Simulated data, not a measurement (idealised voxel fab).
Process module, titled voxel released beams
FYI the section here is cut, 230 nm wide, cells are 5 nm squares.
Cross-section = grid of square cells, listed top down in bands; band = one or more rows. Look at the band entry: it leads with the top's height and the bottom's height in nm. Then it lists the materials left to right, with a width in nm for each. The word "all across" on a single material says that material fills the band edge to edge. The word "empty" is empty space. Heads up on the height convention: 0 is the point under which the incoming wafer is all one material, and the lowest band has no bottom, it just keeps going down, like "top 0, no bottom". Width spec "30 to 40" -> top row of cells at first value, bottom row at second value, equal per-row change in between. For the purposes of this document, the phrase "nothing got changed" attached to a step denotes that no cell within the cross-section was modified by that step. Voids not open to the top, 8 cells minimum: see "Enclosed void catalog". Written width x height at distance; distance is from the left edge; nm. What comes after the settings on a step's line is commentary from the simulator itself on that step. Regarding "overlay nm": on a step with a mask, it is the distance the mask lay to the right of its planned place; a negative value places it to the left.
## Planned process steps
1 RECEIVE | material Si
2 CONFORMAL_DEP | material SiN | thk nm 10
3 DIRECTIONAL_DEP | material SiO2 | thk nm 20
4 PATTERN | tone open | mask id ANCHOR | material resist | width nm 25 | thk nm 15 | overlay nm -15
5 DIRECTIONAL_ETCH | etch materials SiO2 | depth nm 20
6 STRIP | etch materials resist
7 CONFORMAL_DEP | material polySi | thk nm 10
8 PATTERN | tone cover | mask id BEAM | material resist | width nm 90 | thk nm 20 | overlay nm 0
9 DIRECTIONAL_ETCH | etch materials polySi | depth nm 10
10 STRIP | etch materials resist
11 STRIP | etch materials SiO2
Where the wafers of this document differ is in the overlay nm of step 4; they start out the same, and the plan states the value that applied to the first wafer.
## First of several wafers, received after step 1, in cross-section
	top 0, no bottom | Si all across
	Enclosed void catalog: none
## First wafer of several, cross-section, module end, after step 11 (last)
	top 40, bottom 30 | 70 nm empty; 85 nm polySi; 75 nm empty
	top 30, bottom 20 | 55 nm empty; 10 nm polySi; 5 nm empty; 10 nm polySi; 150 nm empty
	top 20, bottom 10 | 55 nm empty; 25 nm polySi; 150 nm empty
	top 10, bottom 0 | SiN all across
	top 0, no bottom | Si all across
	Enclosed void catalog: none
## Showing the last wafer in cross-section at the end of the module
	top 40, bottom 30 | 65 nm empty; 30 nm polySi; 5 nm empty; 55 nm polySi; 75 nm empty
	top 30, bottom 20 | 85 nm empty; 10 nm polySi; 5 nm empty; 10 nm polySi; 120 nm empty
	top 20, bottom 10 | 85 nm empty; 25 nm polySi; 120 nm empty
	top 10, bottom 0 | SiN all across
	top 0, no bottom | Si all across
	Enclosed void catalog: none
## Per-wafer rows below. For each material: cells gained (+) or lost (-) since the wafer was received, as of end of module. Then: closed voids
overlay nm -15; +92 SiN; +52 polySi; Enclosed void catalog: none
overlay nm -10; +92 SiN; +52 polySi; Enclosed void catalog: none
overlay nm -5; +92 SiN; +52 polySi; Enclosed void catalog: none
overlay nm 0; +92 SiN; +52 polySi; Enclosed void catalog: none
overlay nm 5; +92 SiN; +52 polySi; Enclosed void catalog: none
overlay nm 10; +92 SiN; +52 polySi; Enclosed void catalog: none
overlay nm 15; +92 SiN; +52 polySi; Enclosed void catalog: none
